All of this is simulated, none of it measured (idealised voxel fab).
The document below concerns the process module designated voxel capacitor over wiring.
Each square cell in cross-section cut measures 5 nm, and the section as a whole is 195 nm wide.
Square cells in a grid make up a cross-section in this document, and the grid is given as bands, listed from the top down, each one or more rows of cells. Per band: top height and bottom height in nm, followed by the left-to-right materials and their widths in nm; "everywhere" marks a single material spanning edge to edge, "blank" marks empty space. Convention: height 0 is the level below which the wafer, as received, is all one material. The lowest band does not terminate at the bottom but continues downward, represented as "top 0, no bottom". When a width is written as two numbers, as in "30->40", the first number is the width in the top row of cells of the band and the second is the width in its bottom row, and the width changes by the same amount from each row to the next. When a step is marked "no modifications", none of the cells in the cross-section changed during that step. This entry, "Closed-off voids", enumerates those empty regions of no fewer than 8 cells that possess no open connection to the top. Each region is reported in the form width x height at distance, the distance being taken from the left edge, with all three quantities expressed in nm. What comes after the settings on a step's line is commentary from the simulator itself on that step. What "overlay nm" on a step's line means: if the step has a mask, that mask lay this far to the right of its planned place, or, when the value is negative, to the left. If you're wondering how to read the rest of this, here's the deal. It's pairs of cross-sections: one from before a process step, one from after it. The after one is only drawn as far down as the lowest band that changed. Right under each pair you'll see which step sits between them and what its settings were. Don't read the pairs as one continuous story, though. They can come from different runs of this module on the same starting wafer, and a pair only carries on from the one above it where its entry headed "Pre-process" says so.

Pre-process:
top 115, bottom 100  50 nm blank | 70 nm resist | 75 nm blank
top 100, bottom 85  50 nm blank | 20 nm resist | 45 nm aC | 5 nm resist | 75 nm blank
top 85, bottom 80  50 nm blank | 5 nm aC | 15 nm resist | 45 nm TiN | 5 nm aC | 75 nm blank
top 80, bottom 75  50 nm blank | 20 nm aC | 45 nm TiN | 5 nm aC | 75 nm blank
top 75, bottom 70  50 nm blank | 20 nm aC | 45 nm Al2O3 | 5 nm aC | 75 nm blank
top 70, bottom 65  55 nm TiN | 15 nm aC | 125 nm TiN
top 65, bottom 60  TiN everywhere
top 60, bottom 55  55 nm lowk | 15 nm TiN | 125 nm lowk
top 55, bottom 50  55 nm lowk | 15 nm Al2O3 | 125 nm lowk
top 50, bottom 45  55 nm lowk | 15 nm TiN | 125 nm lowk
top 45, bottom 40  55 nm SiCN | 15 nm TiN | 125 nm SiCN
top 40, bottom 15  40 nm W | 30 nm lowk | 55 nm W | 30 nm lowk | 40 nm W
top 15, bottom 10  40 nm TiN | 30 nm lowk | 55 nm TiN | 30 nm lowk | 40 nm TiN
top 10, bottom 0  SiO2 everywhere
top 0, no bottom  Si everywhere
Closed-off voids: none

Structure After Step:
top 100, bottom 85  70 nm blank | 45 nm aC | 80 nm blank
top 85, bottom 80  50 nm blank | 5 nm aC | 15 nm blank | 45 nm TiN | 5 nm aC | 75 nm blank
Whatever lies below 80 is exactly as it was before.
Closed-off voids: none
The before and after cross-sections above differ by one step: STRIP | etch materials resist

Pre-process: The initial state for this step is given by the after cross-section of the immediately preceding pair.

Structure After Step:
top 100, bottom 85  70 nm blank | 45 nm aC | 80 nm blank
top 85, bottom 80  50 nm blank | 5 nm aC | 15 nm blank | 45 nm TiN | 5 nm aC | 75 nm blank
top 80, bottom 75  50 nm blank | 20 nm aC | 45 nm TiN | 5 nm aC | 75 nm blank
top 75, bottom 70  50 nm blank | 20 nm aC | 45 nm Al2O3 | 5 nm aC | 75 nm blank
top 70, bottom 65  50 nm blank | 5 nm TiN | 15 nm aC | 50 nm TiN | 75 nm blank
top 65, bottom 60  50 nm blank | 70 nm TiN | 75 nm blank
Whatever lies below 60 is exactly as it was before.
Closed-off voids: none
The before and after cross-sections above differ by one step: DIRECTIONAL_ETCH | etch materials TiN | depth nm 10

Pre-process: The initial state for this step is given by the after cross-section of the immediately preceding pair.

Structure After Step:
top 85, bottom 75  70 nm blank | 45 nm TiN | 80 nm blank
top 75, bottom 70  70 nm blank | 45 nm Al2O3 | 80 nm blank
top 70, bottom 65  50 nm blank | 5 nm TiN | 15 nm blank | 50 nm TiN | 75 nm blank
Whatever lies below 65 is exactly as it was before.
Closed-off voids: none
The before and after cross-sections above differ by one step: STRIP | etch materials aC

Pre-process: The initial state for this step is given by the after cross-section of the immediately preceding pair.

Structure After Step:
top 105, bottom 85  SiO2 everywhere
top 85, bottom 75  70 nm SiO2 | 45 nm TiN | 80 nm SiO2
top 75, bottom 70  70 nm SiO2 | 45 nm Al2O3 | 80 nm SiO2
top 70, bottom 65  50 nm SiO2 | 5 nm TiN | 15 nm SiO2 | 50 nm TiN | 75 nm SiO2
top 65, bottom 60  50 nm SiO2 | 70 nm TiN | 75 nm SiO2
Whatever lies below 60 is exactly as it was before.
Closed-off voids: none
The before and after cross-sections above differ by one step: FILL_DEP | material SiO2 | thk nm 20

Pre-process: The initial state for this step is given by the after cross-section of the immediately preceding pair.

Structure After Step:
top 100, bottom 85  SiO2 everywhere
Whatever lies below 85 is exactly as it was before.
Closed-off voids: none
The before and after cross-sections above differ by one step: CMP | height nm 100

Pre-process: The initial state for this step is given by the after cross-section of the immediately preceding pair.

Structure After Step:
top 115, bottom 100  65 nm resist | 15 nm blank | 115 nm resist
Whatever lies below 100 is exactly as it was before.
Closed-off voids: none
The before and after cross-sections above differ by one step: PATTERN | tone open | mask id PLUG_2 | material resist | width nm 15 | thk nm 15 | overlay nm 0

Pre-process: The initial state for this step is given by the after cross-section of the immediately preceding pair.

Structure After Step:
top 115, bottom 100  65 nm resist | 15 nm blank | 115 nm resist
top 100, bottom 85  65 nm SiO2 | 15 nm blank | 115 nm SiO2
Whatever lies below 85 is exactly as it was before.
Closed-off voids: none
The before and after cross-sections above differ by one step: DIRECTIONAL_ETCH | etch materials SiO2 | depth nm 15

Pre-process: The initial state for this step is given by the after cross-section of the immediately preceding pair.

Structure After Step:
top 100, bottom 85  65 nm SiO2 | 15 nm blank | 115 nm SiO2
Whatever lies below 85 is exactly as it was before.
Closed-off voids: none
The before and after cross-sections above differ by one step: STRIP | etch materials resist

Pre-process: The initial state for this step is given by the after cross-section of the immediately preceding pair.

Structure After Step:
top 105, bottom 100  70 nm TiN | 5 nm blank | 120 nm TiN
top 100, bottom 90  65 nm SiO2 | 5 nm TiN | 5 nm blank | 5 nm TiN | 115 nm SiO2
top 90, bottom 85  65 nm SiO2 | 15 nm TiN | 115 nm SiO2
Whatever lies below 85 is exactly as it was before.
Closed-off voids: none
The before and after cross-sections above differ by one step: CONFORMAL_DEP | material TiN | thk nm 5

Pre-process: The initial state for this step is given by the after cross-section of the immediately preceding pair.

Structure After Step:
top 110, bottom 105  W everywhere
top 105, bottom 100  70 nm TiN | 5 nm W | 120 nm TiN
top 100, bottom 90  65 nm SiO2 | 5 nm TiN | 5 nm W | 5 nm TiN | 115 nm SiO2
Whatever lies below 90 is exactly as it was before.
Closed-off voids: none
The before and after cross-sections above differ by one step: FILL_DEP | material W | thk nm 5

Pre-process: The initial state for this step is given by the after cross-section of the immediately preceding pair.

Structure After Step:
top 100, bottom 90  65 nm SiO2 | 5 nm TiN | 5 nm W | 5 nm TiN | 115 nm SiO2
Whatever lies below 90 is exactly as it was before.
Closed-off voids: none
The before and after cross-sections above differ by one step: CMP | height nm 100

Pre-process: The initial state for this step is given by the after cross-section of the immediately preceding pair.

Structure After Step:
top 105, bottom 100  SiCN everywhere
Whatever lies below 100 is exactly as it was before.
Closed-off voids: none
The before and after cross-sections above differ by one step: CONFORMAL_DEP | material SiCN | thk nm 5
